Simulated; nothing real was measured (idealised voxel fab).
Process module name: voxel spacer lines
The width of the displayed cross-section, cut, is 220 nm; its cells are square, with a size of 5 nm.
For the purposes of this document, a cross-section shall be understood as a grid of square cells, specified as bands listed in top-to-bottom order, each band consisting of one or more rows of cells.
Each band's line starts with the height of the band's top and of its bottom, in nm. Then come its materials from left to right, each with its width in nm. One material with "everywhere" fills the band from edge to edge. "air" is empty space.
For the purposes of this specification, 0 denotes the height below which the wafer in its as-received condition is composed wholly of one material, and the lowermost band, lacking a lower limit, extends downward without end, as expressed in "0..down".
Width "30..40": first value at the band's top row of cells, second value at its bottom row, equal change from row to row.
No cell of the cross-section changed in a step that is given as "remained unchanged".
Entry "Completely enclosed voids" = empty spaces >= 8 cells with no open way to the top; each as width x height at distance, distance from left edge, all nm.
It should be noted that, on the line of a given step, the content following the step's settings is a remark produced by the simulator itself with respect to that step.
For masked steps, "overlay nm" on the step line gives how far right of plan the mask actually lay; a minus sign means it lay to the left.

Planned step list for the process:
step 1: RECEIVE | material Si
step 2: CONFORMAL_DEP | material Al2O3 | thk nm 5
step 3: DIRECTIONAL_DEP | material TiN | thk nm 15
step 4: DIRECTIONAL_DEP | material aC | thk nm 25
step 5: PATTERN | tone cover | mask id MANDREL | material resist | width nm 20 | pitch nm 70 | thk nm 35 | overlay nm 0
step 6: DIRECTIONAL_ETCH | etch materials aC | depth nm 25
step 7: STRIP | etch materials resist
step 8: CONFORMAL_DEP | material SiO2 | thk nm 15
step 9: DIRECTIONAL_ETCH | etch materials SiO2 | depth nm 15
step 10: STRIP | etch materials aC
step 11: DIRECTIONAL_ETCH | etch materials TiN | depth nm 15
step 12: STRIP | etch materials SiO2
step 13: FILL_DEP | material lowk | thk nm 10
step 14: CMP | height nm 20

As-received wafer cross-section (after step 1):
	0..down = Si everywhere
	Completely enclosed voids: none

The first of two wafers, cross-sectioned at the end of the module, with the run proceeding as planned:
	20..5 = 15 nm lowk | 15 nm TiN | 20 nm lowk | 15 nm TiN | 20 nm lowk | 15 nm TiN | 20 nm lowk | 15 nm TiN | 20 nm lowk | 15 nm TiN | 20 nm lowk | 15 nm TiN | 15 nm lowk
	5..0 = Al2O3 everywhere
	0..down = Si everywhere
	Completely enclosed voids: none

What the second wafer looks like in cross-section once the module is done. Its start and its plan matched the first wafer's exactly; what differed was one mistake in how it was run:
	20..0 = Al2O3 everywhere
	0..down = Si everywhere
	Completely enclosed voids: none
What was done differently from what was planned? step 3 was not run as planned; what actually ran was DIRECTIONAL_DEP | material Al2O3 | thk nm 15
Wrapping up, a cell-based count of both wafers puts the second over or under the first for these materials: +132 Al2O3; -54 TiN; -78 lowk
